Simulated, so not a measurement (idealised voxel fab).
The name of this process module is voxel self aligned vias.
Each square cell in cross-section cut measures 5 nm, and the section as a whole is 240 nm wide.
Cross-section, as written here: a square-cell grid given band by band from the top down, where a band holds one or more rows of cells. Read a band's entry like this: the first values are the height of its top and the height of its bottom in nm, and what follows is the sequence of materials from left to right, each with its width in nm. Note that "empty" is empty space, and that a single material marked "edge to edge" reaches across the band from edge to edge. Heights are expressed relative to 0, this being the level below which the as-received wafer comprises one material exclusively. The lowest band is unbounded in the downward direction and is denoted as in "from 0 down". The notation "30->40" denotes a width that varies across the rows of cells in the band, beginning at the first number in the top row, finishing at the second number in the bottom row, and changing by an identical amount from each row to the next. Any step labelled "remains unaltered" changed none of the cells in the cross-section. Closed-off voids of 8+ cells (no open route to the top) go in "Closed empty spaces", written width x height at distance from the left edge, in nm. Where a step's line continues beyond its settings, the continuation is a remark by the simulator itself on that step. The "overlay nm" setting may appear on a step's line; for a step that uses a mask, it gives how far to the right of its planned position the mask lay, and a negative value indicates the left.
-- Steps in the process plan
1 RECEIVE, material Si
2 CONFORMAL_DEP, material SiO2, thk nm 15
3 CONFORMAL_DEP, material SiCN, thk nm 5
4 DIRECTIONAL_DEP, material lowk, thk nm 25
5 DIRECTIONAL_DEP, material aC, thk nm 15
6 PATTERN, tone open, mask id LINES, material resist, width nm 25, pitch nm 65, thk nm 35, overlay nm 0
7 DIRECTIONAL_ETCH, etch materials aC, depth nm 15
8 STRIP, etch materials resist
9 DIRECTIONAL_ETCH, etch materials lowk, depth nm 25
10 STRIP, etch materials aC
11 CONFORMAL_DEP, material TiN, thk nm 5
12 FILL_DEP, material W, thk nm 5
13 CMP, height nm 45
14 SELECTIVE_ETCH, etch materials W Ru TiN, depth nm 10
15 FILL_DEP, material SiN, thk nm 5
16 CMP, height nm 45
17 DIRECTIONAL_DEP, material lowk, thk nm 15
18 MASKED_ETCH, tone open, mask id VIAS, width nm 35, pitch nm 130, etch materials lowk, depth nm 15, overlay nm 0
19 MASKED_ETCH, tone open, mask id VIAS, width nm 35, pitch nm 130, etch materials SiN, depth nm 10, overlay nm 0
20 CONFORMAL_DEP, material TiN, thk nm 5
21 FILL_DEP, material Cu, thk nm 5
22 CMP, height nm 60
23 CONFORMAL_DEP, material SiCN, thk nm 5
-- Cross-sectional view of the wafer in its as-received condition, corresponding to the state after step 1
> from 0 down = Si edge to edge
> Closed empty spaces: none
-- Here's the cross-section of the first of our two wafers at the end of the module - it ran as planned
> from 65 to 60 = SiCN edge to edge
> from 60 to 50 = 35 lowk; 5 TiN; 25 Cu; 5 TiN; 95 lowk; 5 TiN; 25 Cu; 5 TiN; 40 lowk
> from 50 to 45 = 35 lowk; 10 TiN; 15 Cu; 10 TiN; 95 lowk; 10 TiN; 15 Cu; 10 TiN; 40 lowk
> from 45 to 40 = 40 lowk; 5 TiN; 15 Cu; 5 TiN; 40 lowk; 25 SiN; 40 lowk; 5 TiN; 15 Cu; 5 TiN; 45 lowk
> from 40 to 35 = 40 lowk; 25 TiN; 40 lowk; 25 SiN; 40 lowk; 25 TiN; 45 lowk
> from 35 to 25 = 40 lowk; 5 TiN; 15 W; 5 TiN; 40 lowk; 5 TiN; 15 W; 5 TiN; 40 lowk; 5 TiN; 15 W; 5 TiN; 45 lowk
> from 25 to 20 = 40 lowk; 25 TiN; 40 lowk; 25 TiN; 40 lowk; 25 TiN; 45 lowk
> from 20 to 15 = SiCN edge to edge
> from 15 to 0 = SiO2 edge to edge
> from 0 down = Si edge to edge
> Closed empty spaces: none
-- Wafer two cross-section, module end. Start and plan unchanged from wafer one; one mistake made during the run
> from 65 to 60 = SiCN edge to edge
> from 60 to 50 = 35 lowk; 5 TiN; 25 Cu; 5 TiN; 95 lowk; 5 TiN; 25 Cu; 5 TiN; 40 lowk
> from 50 to 45 = 35 lowk; 10 TiN; 10 Cu; 15 TiN; 95 lowk; 10 TiN; 10 Cu; 15 TiN; 40 lowk
> from 45 to 40 = 40 lowk; 5 TiN; 10 Cu; 5 TiN; 5 SiN; 40 lowk; 25 SiN; 40 lowk; 5 TiN; 10 Cu; 5 TiN; 5 SiN; 45 lowk
> from 40 to 35 = 40 lowk; 20 TiN; 5 SiN; 40 lowk; 25 SiN; 40 lowk; 20 TiN; 5 SiN; 45 lowk
> from 35 to 25 = 40 lowk; 5 TiN; 15 W; 5 TiN; 40 lowk; 5 TiN; 15 W; 5 TiN; 40 lowk; 5 TiN; 15 W; 5 TiN; 45 lowk
> from 25 to 20 = 40 lowk; 25 TiN; 40 lowk; 25 TiN; 40 lowk; 25 TiN; 45 lowk
> from 20 to 15 = SiCN edge to edge
> from 15 to 0 = SiO2 edge to edge
> from 0 down = Si edge to edge
> Closed empty spaces: none
Diagnosis: in deviation from the planned setting, step 19 was conducted as MASKED_ETCH, tone open, mask id VIAS, width nm 35, pitch nm 130, etch materials SiN, depth nm 10, overlay nm -10
Final difference in cells, second wafer against first, listed per material as more or fewer: -4 Cu | +4 SiN
